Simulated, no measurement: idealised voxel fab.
This section sets out a process module, namely voxel lift off.
It is cross-section cut that appears here, measuring 205 nm in width, its square cells being 5 nm in size.
Format of a cross-section: grid, square cells. Given as bands. Order: top down. Band: one or more rows of cells. It is stipulated that each band's entry specify, in nanometres, the height of the top of the band and then that of its bottom, followed by the materials of the band in left-to-right sequence, each together with its width in nanometres. A single material marked by the word "edge to edge" is understood to fill the band from edge to edge; the word "blank" is understood to denote empty space. Heads up on the height convention: 0 is the point under which the incoming wafer is all one material, and the lowest band has no bottom, it just keeps going down, like "0 down". The expression "30..40" gives the width at the extremes of the band, the first number at its top row of cells and the second at its bottom row, with the width changing by equal amounts from each row to the next in between. You'll sometimes find "nothing got changed" written for a step, and that's the way of saying that nowhere in the cross-section did a cell change during that step. Sealed cavities: empty space of 8 cells or more with no open way to the top, each as width x height at its distance from the left edge, in nm. Formally, on a step line, whatever follows the settings is a remark that the simulator itself makes on the step. overlay nm: on a step with a mask, how far right of its planned place the mask lay; negative means left.
Planned process steps:
step 1: RECEIVE (material Si)
step 2: CONFORMAL_DEP (material Al2O3; thk nm 15)
step 3: PATTERN (tone open; mask id LINES; material resist; width nm 25; pitch nm 50; thk nm 20; overlay nm 0)
step 4: DIRECTIONAL_DEP (material Ru; thk nm 5)
step 5: STRIP (etch materials resist)
step 6: CONFORMAL_DEP (material SiN; thk nm 10)
Incoming wafer in cross-section (state: after step 1):
  0 down = Si edge to edge
  Sealed cavities: none
First wafer of two, sectioned at end of module; run went per plan:
  30 to 25 = blank (55) / SiN (45) / blank (5) / SiN (45) / blank (55)
  25 to 20 = SiN edge to edge
  20 to 15 = SiN (65) / Ru (25) / SiN (25) / Ru (25) / SiN (65)
  15 to 0 = Al2O3 edge to edge
  0 down = Si edge to edge
  Sealed cavities: none
Second wafer through the module, sectioned at the end: same beginning and same plan as the first wafer, with one mistake in carrying it out:
  20 to 15 = blank (65) / Ru (25) / blank (25) / Ru (25) / blank (65)
  15 to 0 = Al2O3 edge to edge
  0 down = Si edge to edge
  Sealed cavities: none
what went wrong: plan step 6 skipped
Once processing is complete, comparing cell counts shows that the second wafer has more or fewer of certain materials than the first: 90 fewer of SiN
